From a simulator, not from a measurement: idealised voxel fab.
Process module, titled voxel spacer lines
cross-section cut | 240 nm wide | cells 5 nm
Reading order for cross-sections: top band down to bottom band. Underlying form: a grid of square cells. Band size: one or more rows of cells. Each band's line starts with the height of the band's top and of its bottom, in nm. Then come its materials from left to right, each with its width in nm. One material with "full width" fills the band from edge to edge. "empty" is empty space. Measure heights from 0. That's the level where, below it, the as-received wafer is all one material. The lowest band is bottomless and extends downward; write it as in "0 nm and below". Per-row width for "30 to 40": begins at first number (top row of band), ends at second number (bottom row), increment between rows held constant. Key: "no alteration" - step with no changed cell in the cross-section. "Trapped voids" means: voids of 8 cells or more that are shut off from the top with no open way through. Written width x height at distance, distance from the left edge, in nm. What comes after the settings on a step's line is commentary from the simulator itself on that step. "overlay nm" answers the question of how far to the right of plan the mask lay on a step that has a mask, and when it is negative the answer is to the left.

# Set out below are the planned steps of the process
1. RECEIVE (material Si)
2. CONFORMAL_DEP (material Al2O3; thk nm 10)
3. DIRECTIONAL_DEP (material polySi; thk nm 15)
4. DIRECTIONAL_DEP (material aC; thk nm 25)
5. PATTERN (tone cover; mask id MANDREL; material resist; width nm 15; pitch nm 70; thk nm 30; overlay nm 0)
6. DIRECTIONAL_ETCH (etch materials aC; depth nm 25)
7. STRIP (etch materials resist)
8. CONFORMAL_DEP (material SiN; thk nm 10)
9. DIRECTIONAL_ETCH (etch materials SiN; depth nm 10)
10. STRIP (etch materials aC)
11. DIRECTIONAL_ETCH (etch materials polySi; depth nm 15)
12. STRIP (etch materials SiN)
Don't read the plan's width nm for step 5 as applying to every wafer: that's the first wafer's value, and the wafers differ in it, though they all start identical.

# Here's the first of the wafers in cross-section, just as we got it, i.e. after step 1
- 0 nm and below  Si full width
- Trapped voids: none

# End-of-module cross-section, first of several wafers, after last step 12
- 25 nm to 10 nm  65 empty; 10 polySi; 15 empty; 10 polySi; 35 empty; 10 polySi; 15 empty; 10 polySi; 70 empty
- 10 nm to 0 nm  Al2O3 full width
- 0 nm and below  Si full width
- Trapped voids: none

# Cross-section, last wafer, module completion
- 25 nm to 10 nm  55 empty; 10 polySi; 40 empty; 10 polySi; 10 empty; 10 polySi; 40 empty; 10 polySi; 55 empty
- 10 nm to 0 nm  Al2O3 full width
- 0 nm and below  Si full width
- Trapped voids: none

# Where each wafer stands at the end of the module, a row apiece: cells of each material gained (+) or lost (-) since it was received, then closed voids
width nm 15; +96 Al2O3; +24 polySi; Trapped voids: none
width nm 20; +96 Al2O3; +24 polySi; Trapped voids: none
width nm 25; +96 Al2O3; +24 polySi; Trapped voids: none
width nm 30; +96 Al2O3; +24 polySi; Trapped voids: none
width nm 35; +96 Al2O3; +24 polySi; Trapped voids: none
width nm 40; +96 Al2O3; +24 polySi; Trapped voids: none
